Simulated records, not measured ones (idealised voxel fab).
This section sets out a process module, namely voxel wiring stack.
cross-section cut | 165 nm wide | cells 5 nm
A cross-section is written here as square cells arranged in a grid, and it is given in bands from the top down, each band taking up one or more rows of cells. Within each band entry, the heights of the top and of the bottom of the band appear first, in that order and in nm; the materials of the band then follow from left to right, each with its corresponding width in nm. The designation "everywhere" on a single material indicates that it fills the band from edge to edge; the designation "air" indicates empty space. Zero point of the height axis is 0; under it, received wafer = one material. Lowest band: continues down indefinitely, "0..down". With a width like "30..40", each row of cells in the band differs from the next by the same amount, the top row carrying the first number and the bottom row the second. No cell of the cross-section changed in a step that is given as "no modification". The label "Fully sealed cavities" introduces a list of the empty spaces, 8 cells or larger, that have no open way up to the top; each entry in it reads width x height at distance, where the distance is taken from the left edge and all three are stated in nm. On a step's line, text after the settings is the simulator commenting on that step. "overlay nm" on a masked step: distance the mask lay right of its planned place, negative for left.

## Process steps (planned)
step 1: RECEIVE: material Si
step 2: CONFORMAL_DEP: material SiO2, thk nm 10
step 3: DIRECTIONAL_DEP: material TiN, thk nm 5
step 4: DIRECTIONAL_DEP: material W, thk nm 25
step 5: PATTERN: tone cover, mask id METAL_1, material resist, width nm 20, pitch nm 40, thk nm 15, overlay nm 0
step 6: DIRECTIONAL_ETCH: etch materials W, depth nm 25
step 7: DIRECTIONAL_ETCH: etch materials TiN, depth nm 5
step 8: STRIP: etch materials resist
step 9: CONFORMAL_DEP: material SiCN, thk nm 5
step 10: FILL_DEP: material lowk, thk nm 10
step 11: CMP: height nm 40
step 12: CONFORMAL_DEP: material SiCN, thk nm 5
step 13: DIRECTIONAL_DEP: material SiO2, thk nm 20
step 14: DIRECTIONAL_DEP: material aC, thk nm 10
step 15: PATTERN: tone open, mask id PLUG_1, material resist, width nm 15, pitch nm 40, thk nm 25, overlay nm 0
step 16: DIRECTIONAL_ETCH: etch materials aC, depth nm 10
step 17: STRIP: etch materials resist
step 18: DIRECTIONAL_ETCH: etch materials SiO2, depth nm 20
step 19: DIRECTIONAL_ETCH: etch materials SiCN, depth nm 5
step 20: STRIP: etch materials aC
step 21: CONFORMAL_DEP: material TiN, thk nm 5
step 22: FILL_DEP: material Cu, thk nm 10
step 23: CMP: height nm 65
step 24: DIRECTIONAL_DEP: material TiN, thk nm 5
step 25: DIRECTIONAL_DEP: material Ru, thk nm 15
step 26: PATTERN: tone cover, mask id METAL_2, material resist, width nm 20, pitch nm 40, thk nm 20, overlay nm 0
step 27: DIRECTIONAL_ETCH: etch materials Ru, depth nm 15
step 28: DIRECTIONAL_ETCH: etch materials TiN, depth nm 5
step 29: STRIP: etch materials resist
step 30: FILL_DEP: material lowk, thk nm 10
step 31: CMP: height nm 85
step 32: CONFORMAL_DEP: material SiCN, thk nm 5
step 33: DIRECTIONAL_DEP: material lowk, thk nm 20
step 34: PATTERN: tone open, mask id PLUG_2, material resist, width nm 15, pitch nm 40, thk nm 15, overlay nm 0
step 35: DIRECTIONAL_ETCH: etch materials lowk, depth nm 20
step 36: DIRECTIONAL_ETCH: etch materials SiCN, depth nm 5
step 37: STRIP: etch materials resist
step 38: EPI: material Ru, thk nm 10
step 39: EPI: material Ru, thk nm 10
step 40: EPI: material Ru, thk nm 5
step 41: DIRECTIONAL_DEP: material TiN, thk nm 5
step 42: DIRECTIONAL_DEP: material Ru, thk nm 15
step 43: DIRECTIONAL_DEP: material aC, thk nm 10
step 44: PATTERN: tone cover, mask id METAL_3, material resist, width nm 20, pitch nm 40, thk nm 25, overlay nm 0
step 45: DIRECTIONAL_ETCH: etch materials aC, depth nm 10
step 46: STRIP: etch materials resist
step 47: DIRECTIONAL_ETCH: etch materials Ru, depth nm 15
step 48: DIRECTIONAL_ETCH: etch materials TiN, depth nm 5
step 49: STRIP: etch materials aC
step 50: CONFORMAL_DEP: material SiN, thk nm 5
step 51: FILL_DEP: material SiO2, thk nm 10
step 52: CMP: height nm 130
step 53: CONFORMAL_DEP: material SiCN, thk nm 5
step 54: DIRECTIONAL_DEP: material lowk, thk nm 20
step 55: MASKED_ETCH: tone open, mask id PLUG_3, width nm 15, pitch nm 40, etch materials lowk, depth nm 20, overlay nm 0
step 56: MASKED_ETCH: tone open, mask id PLUG_3, width nm 15, pitch nm 40, etch materials SiCN, depth nm 5, overlay nm 0
step 57: EPI: material Ru, thk nm 10
step 58: EPI: material Ru, thk nm 10
step 59: EPI: material Ru, thk nm 5
step 60: DIRECTIONAL_DEP: material TiN, thk nm 5
step 61: DIRECTIONAL_DEP: material W, thk nm 15
step 62: MASKED_ETCH: tone cover, mask id METAL_4, width nm 20, pitch nm 40, etch materials W, depth nm 15, overlay nm 0
step 63: MASKED_ETCH: tone cover, mask id METAL_4, width nm 20, pitch nm 40, etch materials TiN, depth nm 5, overlay nm 0
step 64: FILL_DEP: material SiO2, thk nm 10
step 65: CMP: height nm 175
step 66: CONFORMAL_DEP: material SiCN, thk nm 5

## First wafer out of two, processed as planned

## Delivered wafer in cross-section: state after step 1
	0..down = Si everywhere
	Fully sealed cavities: none

## Cross-section: wafer state after step 2
	10..0 = SiO2 everywhere
	Below 0, no change.

## Cross-section: wafer state after step 3
	15..10 = TiN everywhere
	Below 10, no change.

## Cross-section: wafer state after step 4
	40..15 = W everywhere
	Below 15, no change.

## Cross-section: wafer state after step 5
	55..40 = air: 30, then resist: 20, then air: 20, then resist: 20, then air: 20, then resist: 20, then air: 35
	Below 40, no change.

## Cross-section: wafer state after step 6
	55..40 = air: 30, then resist: 20, then air: 20, then resist: 20, then air: 20, then resist: 20, then air: 35
	40..15 = air: 30, then W: 20, then air: 20, then W: 20, then air: 20, then W: 20, then air: 35
	Below 15, no change.

## Cross-section: wafer state after step 7
	55..40 = air: 30, then resist: 20, then air: 20, then resist: 20, then air: 20, then resist: 20, then air: 35
	40..15 = air: 30, then W: 20, then air: 20, then W: 20, then air: 20, then W: 20, then air: 35
	15..10 = air: 30, then TiN: 20, then air: 20, then TiN: 20, then air: 20, then TiN: 20, then air: 35
	Below 10, no change.

## Cross-section: wafer state after step 8
	40..15 = air: 30, then W: 20, then air: 20, then W: 20, then air: 20, then W: 20, then air: 35
	Below 15, no change.

## Cross-section: wafer state after step 9
	45..40 = air: 25, then SiCN: 30, then air: 10, then SiCN: 30, then air: 10, then SiCN: 30, then air: 30
	40..15 = air: 25, then SiCN: 5, then W: 20, then SiCN: 5, then air: 10, then SiCN: 5, then W: 20, then SiCN: 5, then air: 10, then SiCN: 5, then W: 20, then SiCN: 5, then air: 30
	15..10 = SiCN: 30, then TiN: 20, then SiCN: 20, then TiN: 20, then SiCN: 20, then TiN: 20, then SiCN: 35
	Below 10, no change.

## Cross-section: wafer state after step 10
	55..45 = lowk everywhere
	45..40 = lowk: 25, then SiCN: 30, then lowk: 10, then SiCN: 30, then lowk: 10, then SiCN: 30, then lowk: 30
	40..15 = lowk: 25, then SiCN: 5, then W: 20, then SiCN: 5, then lowk: 10, then SiCN: 5, then W: 20, then SiCN: 5, then lowk: 10, then SiCN: 5, then W: 20, then SiCN: 5, then lowk: 30
	Below 15, no change.

## Cross-section: wafer state after step 11
	40..15 = lowk: 25, then SiCN: 5, then W: 20, then SiCN: 5, then lowk: 10, then SiCN: 5, then W: 20, then SiCN: 5, then lowk: 10, then SiCN: 5, then W: 20, then SiCN: 5, then lowk: 30
	Below 15, no change.

## Cross-section: wafer state after step 12
	45..40 = SiCN everywhere
	Below 40, no change.

## Cross-section: wafer state after step 13
	65..45 = SiO2 everywhere
	Below 45, no change.

## Cross-section: wafer state after step 14
	75..65 = aC everywhere
	Below 65, no change.

## Cross-section: wafer state after step 15
	100..75 = resist: 30, then air: 15, then resist: 25, then air: 15, then resist: 25, then air: 15, then resist: 40
	Below 75, no change.

## Cross-section: wafer state after step 16
	90..75 = resist: 30, then air: 15, then resist: 25, then air: 15, then resist: 25, then air: 15, then resist: 40
	75..65 = aC: 30, then air: 15, then aC: 25, then air: 15, then aC: 25, then air: 15, then aC: 40
	Below 65, no change.

## Cross-section: wafer state after step 17
	75..65 = aC: 30, then air: 15, then aC: 25, then air: 15, then aC: 25, then air: 15, then aC: 40
	Below 65, no change.

## Cross-section: wafer state after step 18
	75..65 = aC: 30, then air: 15, then aC: 25, then air: 15, then aC: 25, then air: 15, then aC: 40
	65..45 = SiO2: 30, then air: 15, then SiO2: 25, then air: 15, then SiO2: 25, then air: 15, then SiO2: 40
	Below 45, no change.

## Cross-section: wafer state after step 19
	75..65 = aC: 30, then air: 15, then aC: 25, then air: 15, then aC: 25, then air: 15, then aC: 40
	65..45 = SiO2: 30, then air: 15, then SiO2: 25, then air: 15, then SiO2: 25, then air: 15, then SiO2: 40
	45..40 = SiCN: 30, then air: 15, then SiCN: 25, then air: 15, then SiCN: 25, then air: 15, then SiCN: 40
	Below 40, no change.

## Cross-section: wafer state after step 20
	65..45 = SiO2: 30, then air: 15, then SiO2: 25, then air: 15, then SiO2: 25, then air: 15, then SiO2: 40
	Below 45, no change.

## Cross-section: wafer state after step 21
	70..65 = TiN: 35, then air: 5, then TiN: 35, then air: 5, then TiN: 35, then air: 5, then TiN: 45
	65..45 = SiO2: 30, then TiN: 5, then air: 5, then TiN: 5, then SiO2: 25, then TiN: 5, then air: 5, then TiN: 5, then SiO2: 25, then TiN: 5, then air: 5, then TiN: 5, then SiO2: 40
	45..40 = SiCN: 30, then TiN: 15, then SiCN: 25, then TiN: 15, then SiCN: 25, then TiN: 15, then SiCN: 40
	Below 40, no change.

## Cross-section: wafer state after step 22
	80..70 = Cu everywhere
	70..65 = TiN: 35, then Cu: 5, then TiN: 35, then Cu: 5, then TiN: 35, then Cu: 5, then TiN: 45
	65..45 = SiO2: 30, then TiN: 5, then Cu: 5, then TiN: 5, then SiO2: 25, then TiN: 5, then Cu: 5, then TiN: 5, then SiO2: 25, then TiN: 5, then Cu: 5, then TiN: 5, then SiO2: 40
	Below 45, no change.

## Cross-section: wafer state after step 23
	65..45 = SiO2: 30, then TiN: 5, then Cu: 5, then TiN: 5, then SiO2: 25, then TiN: 5, then Cu: 5, then TiN: 5, then SiO2: 25, then TiN: 5, then Cu: 5, then TiN: 5, then SiO2: 40
	Below 45, no change.

## Cross-section: wafer state after step 24
	70..65 = TiN everywhere
	Below 65, no change.

## Cross-section: wafer state after step 25
	85..70 = Ru everywhere
	Below 70, no change.

## Cross-section: wafer state after step 26
	105..85 = air: 30, then resist: 20, then air: 20, then resist: 20, then air: 20, then resist: 20, then air: 35
	Below 85, no change.

## Cross-section: wafer state after step 27
	105..85 = air: 30, then resist: 20, then air: 20, then resist: 20, then air: 20, then resist: 20, then air: 35
	85..70 = air: 30, then Ru: 20, then air: 20, then Ru: 20, then air: 20, then Ru: 20, then air: 35
	Below 70, no change.

## Cross-section: wafer state after step 28
	105..85 = air: 30, then resist: 20, then air: 20, then resist: 20, then air: 20, then resist: 20, then air: 35
	85..70 = air: 30, then Ru: 20, then air: 20, then Ru: 20, then air: 20, then Ru: 20, then air: 35
	70..65 = air: 30, then TiN: 20, then air: 20, then TiN: 20, then air: 20, then TiN: 20, then air: 35
	Below 65, no change.

## Cross-section: wafer state after step 29
	85..70 = air: 30, then Ru: 20, then air: 20, then Ru: 20, then air: 20, then Ru: 20, then air: 35
	Below 70, no change.

## Cross-section: wafer state after step 30
	95..85 = lowk everywhere
	85..70 = lowk: 30, then Ru: 20, then lowk: 20, then Ru: 20, then lowk: 20, then Ru: 20, then lowk: 35
	70..65 = lowk: 30, then TiN: 20, then lowk: 20, then TiN: 20, then lowk: 20, then TiN: 20, then lowk: 35
	Below 65, no change.

## Cross-section: wafer state after step 31
	85..70 = lowk: 30, then Ru: 20, then lowk: 20, then Ru: 20, then lowk: 20, then Ru: 20, then lowk: 35
	Below 70, no change.

## Cross-section: wafer state after step 32
	90..85 = SiCN everywhere
	Below 85, no change.

## Cross-section: wafer state after step 33
	110..90 = lowk everywhere
	Below 90, no change.

## Cross-section: wafer state after step 34
	125..110 = resist: 30, then air: 15, then resist: 25, then air: 15, then resist: 25, then air: 15, then resist: 40
	Below 110, no change.

## Cross-section: wafer state after step 35
	125..110 = resist: 30, then air: 15, then resist: 25, then air: 15, then resist: 25, then air: 15, then resist: 40
	110..90 = lowk: 30, then air: 15, then lowk: 25, then air: 15, then lowk: 25, then air: 15, then lowk: 40
	Below 90, no change.

## Cross-section: wafer state after step 36
	125..110 = resist: 30, then air: 15, then resist: 25, then air: 15, then resist: 25, then air: 15, then resist: 40
	110..90 = lowk: 30, then air: 15, then lowk: 25, then air: 15, then lowk: 25, then air: 15, then lowk: 40
	90..85 = SiCN: 30, then air: 15, then SiCN: 25, then air: 15, then SiCN: 25, then air: 15, then SiCN: 40
	Below 85, no change.

## Cross-section: wafer state after step 37
	110..90 = lowk: 30, then air: 15, then lowk: 25, then air: 15, then lowk: 25, then air: 15, then lowk: 40
	Below 90, no change.

## Cross-section: wafer state after step 38
	110..95 = lowk: 30, then air: 15, then lowk: 25, then air: 15, then lowk: 25, then air: 15, then lowk: 40
	95..90 = lowk: 30, then Ru: 15, then lowk: 25, then Ru: 15, then lowk: 25, then Ru: 15, then lowk: 40
	90..85 = SiCN: 30, then Ru: 15, then SiCN: 25, then Ru: 15, then SiCN: 25, then Ru: 15, then SiCN: 40
	Below 85, no change.

## Cross-section: wafer state after step 39
	110..105 = lowk: 30, then air: 15, then lowk: 25, then air: 15, then lowk: 25, then air: 15, then lowk: 40
	105..90 = lowk: 30, then Ru: 15, then lowk: 25, then Ru: 15, then lowk: 25, then Ru: 15, then lowk: 40
	Below 90, no change.

## Cross-section: wafer state after step 40
	110..90 = lowk: 30, then Ru: 15, then lowk: 25, then Ru: 15, then lowk: 25, then Ru: 15, then lowk: 40
	Below 90, no change.

## Cross-section: wafer state after step 41
	115..110 = TiN everywhere
	Below 110, no change.

## Cross-section: wafer state after step 42
	130..115 = Ru everywhere
	Below 115, no change.

## Cross-section: wafer state after step 43
	140..130 = aC everywhere
	Below 130, no change.

## Cross-section: wafer state after step 44
	165..140 = air: 30, then resist: 20, then air: 20, then resist: 20, then air: 20, then resist: 20, then air: 35
	Below 140, no change.

## Cross-section: wafer state after step 45
	155..140 = air: 30, then resist: 20, then air: 20, then resist: 20, then air: 20, then resist: 20, then air: 35
	140..130 = air: 30, then aC: 20, then air: 20, then aC: 20, then air: 20, then aC: 20, then air: 35
	Below 130, no change.

## Cross-section: wafer state after step 46
	140..130 = air: 30, then aC: 20, then air: 20, then aC: 20, then air: 20, then aC: 20, then air: 35
	Below 130, no change.

## Cross-section: wafer state after step 47
	140..130 = air: 30, then aC: 20, then air: 20, then aC: 20, then air: 20, then aC: 20, then air: 35
	130..115 = air: 30, then Ru: 20, then air: 20, then Ru: 20, then air: 20, then Ru: 20, then air: 35
	Below 115, no change.

## Cross-section: wafer state after step 48
	140..130 = air: 30, then aC: 20, then air: 20, then aC: 20, then air: 20, then aC: 20, then air: 35
	130..115 = air: 30, then Ru: 20, then air: 20, then Ru: 20, then air: 20, then Ru: 20, then air: 35
	115..110 = air: 30, then TiN: 20, then air: 20, then TiN: 20, then air: 20, then TiN: 20, then air: 35
	Below 110, no change.

## Cross-section: wafer state after step 49
	130..115 = air: 30, then Ru: 20, then air: 20, then Ru: 20, then air: 20, then Ru: 20, then air: 35
	Below 115, no change.

## Cross-section: wafer state after step 50
	135..130 = air: 25, then SiN: 30, then air: 10, then SiN: 30, then air: 10, then SiN: 30, then air: 30
	130..115 = air: 25, then SiN: 5, then Ru: 20, then SiN: 5, then air: 10, then SiN: 5, then Ru: 20, then SiN: 5, then air: 10, then SiN: 5, then Ru: 20, then SiN: 5, then air: 30
	115..110 = SiN: 30, then TiN: 20, then SiN: 20, then TiN: 20, then SiN: 20, then TiN: 20, then SiN: 35
	Below 110, no change.

## Cross-section: wafer state after step 51
	145..135 = SiO2 everywhere
	135..130 = SiO2: 25, then SiN: 30, then SiO2: 10, then SiN: 30, then SiO2: 10, then SiN: 30, then SiO2: 30
	130..115 = SiO2: 25, then SiN: 5, then Ru: 20, then SiN: 5, then SiO2: 10, then SiN: 5, then Ru: 20, then SiN: 5, then SiO2: 10, then SiN: 5, then Ru: 20, then SiN: 5, then SiO2: 30
	Below 115, no change.

## Cross-section: wafer state after step 52
	130..115 = SiO2: 25, then SiN: 5, then Ru: 20, then SiN: 5, then SiO2: 10, then SiN: 5, then Ru: 20, then SiN: 5, then SiO2: 10, then SiN: 5, then Ru: 20, then SiN: 5, then SiO2: 30
	Below 115, no change.

## Cross-section: wafer state after step 53
	135..130 = SiCN everywhere
	Below 130, no change.

## Cross-section: wafer state after step 54
	155..135 = lowk everywhere
	Below 135, no change.

## Cross-section: wafer state after step 55
	155..135 = lowk: 30, then air: 15, then lowk: 25, then air: 15, then lowk: 25, then air: 15, then lowk: 40
	Below 135, no change.

## Cross-section: wafer state after step 56
	155..135 = lowk: 30, then air: 15, then lowk: 25, then air: 15, then lowk: 25, then air: 15, then lowk: 40
	135..130 = SiCN: 30, then air: 15, then SiCN: 25, then air: 15, then SiCN: 25, then air: 15, then SiCN: 40
	Below 130, no change.

## Cross-section: wafer state after step 57
	155..140 = lowk: 30, then air: 15, then lowk: 25, then air: 15, then lowk: 25, then air: 15, then lowk: 40
	140..135 = lowk: 30, then Ru: 15, then lowk: 25, then Ru: 15, then lowk: 25, then Ru: 15, then lowk: 40
	135..130 = SiCN: 30, then Ru: 15, then SiCN: 25, then Ru: 15, then SiCN: 25, then Ru: 15, then SiCN: 40
	Below 130, no change.

## Cross-section: wafer state after step 58
	155..150 = lowk: 30, then air: 15, then lowk: 25, then air: 15, then lowk: 25, then air: 15, then lowk: 40
	150..135 = lowk: 30, then Ru: 15, then lowk: 25, then Ru: 15, then lowk: 25, then Ru: 15, then lowk: 40
	Below 135, no change.

## Cross-section: wafer state after step 59
	155..135 = lowk: 30, then Ru: 15, then lowk: 25, then Ru: 15, then lowk: 25, then Ru: 15, then lowk: 40
	Below 135, no change.

## Cross-section: wafer state after step 60
	160..155 = TiN everywhere
	Below 155, no change.

## Cross-section: wafer state after step 61
	175..160 = W everywhere
	Below 160, no change.

## Cross-section: wafer state after step 62
	175..160 = air: 30, then W: 20, then air: 20, then W: 20, then air: 20, then W: 20, then air: 35
	Below 160, no change.

## Cross-section: wafer state after step 63
	175..160 = air: 30, then W: 20, then air: 20, then W: 20, then air: 20, then W: 20, then air: 35
	160..155 = air: 30, then TiN: 20, then air: 20, then TiN: 20, then air: 20, then TiN: 20, then air: 35
	Below 155, no change.

## Cross-section: wafer state after step 64
	185..175 = SiO2 everywhere
	175..160 = SiO2: 30, then W: 20, then SiO2: 20, then W: 20, then SiO2: 20, then W: 20, then SiO2: 35
	160..155 = SiO2: 30, then TiN: 20, then SiO2: 20, then TiN: 20, then SiO2: 20, then TiN: 20, then SiO2: 35
	Below 155, no change.

## Cross-section: wafer state after step 65
	175..160 = SiO2: 30, then W: 20, then SiO2: 20, then W: 20, then SiO2: 20, then W: 20, then SiO2: 35
	Below 160, no change.

## Cross-section: wafer state after step 66
	180..175 = SiCN everywhere
	Below 175, no change.

## For the second wafer, take the first wafer's start and plan, then add one mistake made in running it; everything through step 33, that step included, is shared with the first

## when step 34 should have ended
	125..110 = resist: 25, then air: 25, then resist: 15, then air: 25, then resist: 15, then air: 25, then resist: 35
	Below 110, no change.

## when step 35 should have ended
	125..110 = resist: 25, then air: 25, then resist: 15, then air: 25, then resist: 15, then air: 25, then resist: 35
	110..90 = lowk: 25, then air: 25, then lowk: 15, then air: 25, then lowk: 15, then air: 25, then lowk: 35
	Below 90, no change.

## when step 36 should have ended
	125..110 = resist: 25, then air: 25, then resist: 15, then air: 25, then resist: 15, then air: 25, then resist: 35
	110..90 = lowk: 25, then air: 25, then lowk: 15, then air: 25, then lowk: 15, then air: 25, then lowk: 35
	90..85 = SiCN: 25, then air: 25, then SiCN: 15, then air: 25, then SiCN: 15, then air: 25, then SiCN: 35
	Below 85, no change.

## when step 37 should have ended
	110..90 = lowk: 25, then air: 25, then lowk: 15, then air: 25, then lowk: 15, then air: 25, then lowk: 35
	Below 90, no change.

## when step 38 should have ended
	110..95 = lowk: 25, then air: 25, then lowk: 15, then air: 25, then lowk: 15, then air: 25, then lowk: 35
	95..90 = lowk: 25, then Ru: 25, then lowk: 15, then Ru: 25, then lowk: 15, then Ru: 25, then lowk: 35
	90..85 = SiCN: 25, then Ru: 25, then SiCN: 15, then Ru: 25, then SiCN: 15, then Ru: 25, then SiCN: 35
	Below 85, no change.

## when step 39 should have ended
	110..105 = lowk: 25, then air: 25, then lowk: 15, then air: 25, then lowk: 15, then air: 25, then lowk: 35
	105..90 = lowk: 25, then Ru: 25, then lowk: 15, then Ru: 25, then lowk: 15, then Ru: 25, then lowk: 35
	Below 90, no change.

## when step 40 should have ended
	110..90 = lowk: 25, then Ru: 25, then lowk: 15, then Ru: 25, then lowk: 15, then Ru: 25, then lowk: 35
	Below 90, no change.

## when step 41 should have ended
	115..110 = TiN everywhere
	Below 110, no change.

## when step 42 should have ended
	130..115 = Ru everywhere
	Below 115, no change.

## when step 43 should have ended
	140..130 = aC everywhere
	Below 130, no change.

## when step 44 should have ended
	165..140 = air: 30, then resist: 20, then air: 20, then resist: 20, then air: 20, then resist: 20, then air: 35
	Below 140, no change.

## when step 45 should have ended
	155..140 = air: 30, then resist: 20, then air: 20, then resist: 20, then air: 20, then resist: 20, then air: 35
	140..130 = air: 30, then aC: 20, then air: 20, then aC: 20, then air: 20, then aC: 20, then air: 35
	Below 130, no change.

## when step 46 should have ended
	140..130 = air: 30, then aC: 20, then air: 20, then aC: 20, then air: 20, then aC: 20, then air: 35
	Below 130, no change.

## when step 47 should have ended
	140..130 = air: 30, then aC: 20, then air: 20, then aC: 20, then air: 20, then aC: 20, then air: 35
	130..115 = air: 30, then Ru: 20, then air: 20, then Ru: 20, then air: 20, then Ru: 20, then air: 35
	Below 115, no change.

## when step 48 should have ended
	140..130 = air: 30, then aC: 20, then air: 20, then aC: 20, then air: 20, then aC: 20, then air: 35
	130..115 = air: 30, then Ru: 20, then air: 20, then Ru: 20, then air: 20, then Ru: 20, then air: 35
	115..110 = air: 30, then TiN: 20, then air: 20, then TiN: 20, then air: 20, then TiN: 20, then air: 35
	Below 110, no change.

## when step 49 should have ended
	130..115 = air: 30, then Ru: 20, then air: 20, then Ru: 20, then air: 20, then Ru: 20, then air: 35
	Below 115, no change.

## when step 50 should have ended
	135..130 = air: 25, then SiN: 30, then air: 10, then SiN: 30, then air: 10, then SiN: 30, then air: 30
	130..115 = air: 25, then SiN: 5, then Ru: 20, then SiN: 5, then air: 10, then SiN: 5, then Ru: 20, then SiN: 5, then air: 10, then SiN: 5, then Ru: 20, then SiN: 5, then air: 30
	115..110 = SiN: 30, then TiN: 20, then SiN: 20, then TiN: 20, then SiN: 20, then TiN: 20, then SiN: 35
	Below 110, no change.

## when step 51 should have ended
	145..135 = SiO2 everywhere
	135..130 = SiO2: 25, then SiN: 30, then SiO2: 10, then SiN: 30, then SiO2: 10, then SiN: 30, then SiO2: 30
	130..115 = SiO2: 25, then SiN: 5, then Ru: 20, then SiN: 5, then SiO2: 10, then SiN: 5, then Ru: 20, then SiN: 5, then SiO2: 10, then SiN: 5, then Ru: 20, then SiN: 5, then SiO2: 30
	Below 115, no change.

## when step 52 should have ended
	130..115 = SiO2: 25, then SiN: 5, then Ru: 20, then SiN: 5, then SiO2: 10, then SiN: 5, then Ru: 20, then SiN: 5, then SiO2: 10, then SiN: 5, then Ru: 20, then SiN: 5, then SiO2: 30
	Below 115, no change.

## when step 53 should have ended
	135..130 = SiCN everywhere
	Below 130, no change.

## when step 54 should have ended
	155..135 = lowk everywhere
	Below 135, no change.

## when step 55 should have ended
	155..135 = lowk: 30, then air: 15, then lowk: 25, then air: 15, then lowk: 25, then air: 15, then lowk: 40
	Below 135, no change.

## when step 56 should have ended
	155..135 = lowk: 30, then air: 15, then lowk: 25, then air: 15, then lowk: 25, then air: 15, then lowk: 40
	135..130 = SiCN: 30, then air: 15, then SiCN: 25, then air: 15, then SiCN: 25, then air: 15, then SiCN: 40
	Below 130, no change.

## when step 57 should have ended
	155..140 = lowk: 30, then air: 15, then lowk: 25, then air: 15, then lowk: 25, then air: 15, then lowk: 40
	140..135 = lowk: 30, then Ru: 15, then lowk: 25, then Ru: 15, then lowk: 25, then Ru: 15, then lowk: 40
	135..130 = SiCN: 30, then Ru: 15, then SiCN: 25, then Ru: 15, then SiCN: 25, then Ru: 15, then SiCN: 40
	Below 130, no change.

## when step 58 should have ended
	155..150 = lowk: 30, then air: 15, then lowk: 25, then air: 15, then lowk: 25, then air: 15, then lowk: 40
	150..135 = lowk: 30, then Ru: 15, then lowk: 25, then Ru: 15, then lowk: 25, then Ru: 15, then lowk: 40
	Below 135, no change.

## when step 59 should have ended
	155..135 = lowk: 30, then Ru: 15, then lowk: 25, then Ru: 15, then lowk: 25, then Ru: 15, then lowk: 40
	Below 135, no change.

## when step 60 should have ended
	160..155 = TiN everywhere
	Below 155, no change.

## when step 61 should have ended
	175..160 = W everywhere
	Below 160, no change.

## when step 62 should have ended
	175..160 = air: 30, then W: 20, then air: 20, then W: 20, then air: 20, then W: 20, then air: 35
	Below 160, no change.

## when step 63 should have ended
	175..160 = air: 30, then W: 20, then air: 20, then W: 20, then air: 20, then W: 20, then air: 35
	160..155 = air: 30, then TiN: 20, then air: 20, then TiN: 20, then air: 20, then TiN: 20, then air: 35
	Below 155, no change.

## when step 64 should have ended
	185..175 = SiO2 everywhere
	175..160 = SiO2: 30, then W: 20, then SiO2: 20, then W: 20, then SiO2: 20, then W: 20, then SiO2: 35
	160..155 = SiO2: 30, then TiN: 20, then SiO2: 20, then TiN: 20, then SiO2: 20, then TiN: 20, then SiO2: 35
	Below 155, no change.

## when step 65 should have ended
	175..160 = SiO2: 30, then W: 20, then SiO2: 20, then W: 20, then SiO2: 20, then W: 20, then SiO2: 35
	Below 160, no change.

## when step 66 should have ended
	180..175 = SiCN everywhere
	Below 175, no change.
what went wrong: step 34, actual vs plan mismatch, actual run PATTERN: tone open, mask id PLUG_2, material resist, width nm 25, pitch nm 40, thk nm 15, overlay nm 0
At the finish, the second wafer shows more or fewer cells for some materials than the first does: Ru +30; SiCN -6; lowk -24
